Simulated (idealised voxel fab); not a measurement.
process module | voxel lift off
The cross-section on display is named cut; it measures 295 nm wide, and its cells are 5 nm squares.
A cross-section is a grid of square cells, given in bands from the top down. A band is one or more rows of cells. Basically the band line says how high the top is and how high the bottom is, in nm, and then what's in it from left to right, every material with its width in nm. Empty space shows up as "blank", and if a single material carries "everywhere" it runs the full band edge to edge. Note: height 0 marks the level under which the wafer is uniformly one material as received. Lowest band unbounded below, written "0 and below". The expression "30 to 40" gives the width at the extremes of the band, the first number at its top row of cells and the second at its bottom row, with the width changing by equal amounts from each row to the next in between. "no alteration" -> step changed no cross-section cell. Closed-off voids of 8+ cells (no open route to the top) go in "Sealed cavities", written width x height at distance from the left edge, in nm. The remark found on a step's line after its settings is issued by the simulator itself and pertains to that step. The line of a step may include "overlay nm". On a step with a mask, this value is how far to the right of its planned place the mask lay. A negative value means the mask lay to the left.

Planned process steps:
| 1 | RECEIVE, material Si |
| 2 | CONFORMAL_DEP, material Al2O3, thk nm 15 |
| 3 | PATTERN, tone open, mask id LINES, material resist, width nm 30, pitch nm 55, thk nm 15, overlay nm 0 |
| 4 | DIRECTIONAL_DEP, material Ru, thk nm 5 |
| 5 | STRIP, etch materials resist |
| 6 | CONFORMAL_DEP, material SiO2, thk nm 10 |

Step 1 complete: cross-section of the wafer as received:
	0 and below = Si everywhere
	Sealed cavities: none

The first of two wafers, cross-sectioned at the end of the module, with the run proceeding as planned:
	30 down to 25 = 65 nm blank, then 50 nm SiO2, then 5 nm blank, then 50 nm SiO2, then 5 nm blank, then 50 nm SiO2, then 70 nm blank
	25 down to 20 = SiO2 everywhere
	20 down to 15 = 75 nm SiO2, then 30 nm Ru, then 25 nm SiO2, then 30 nm Ru, then 25 nm SiO2, then 30 nm Ru, then 80 nm SiO2
	15 down to 0 = Al2O3 everywhere
	0 and below = Si everywhere
	Sealed cavities: none

Second wafer through the module, sectioned at the end: same beginning and same plan as the first wafer, with one mistake in carrying it out:
	15 down to 10 = 65 nm blank, then 50 nm SiO2, then 5 nm blank, then 50 nm SiO2, then 5 nm blank, then 50 nm SiO2, then 70 nm blank
	10 down to 5 = SiO2 everywhere
	5 down to 0 = 75 nm SiO2, then 30 nm Ru, then 25 nm SiO2, then 30 nm Ru, then 25 nm SiO2, then 30 nm Ru, then 80 nm SiO2
	0 and below = Si everywhere
	Sealed cavities: none
So what did we get wrong on this run? step 2 of the plan never got run, it was skipped over
Wafer comparison, final, in cells, second relative to first, materials more or fewer: Al2O3: 177 fewer
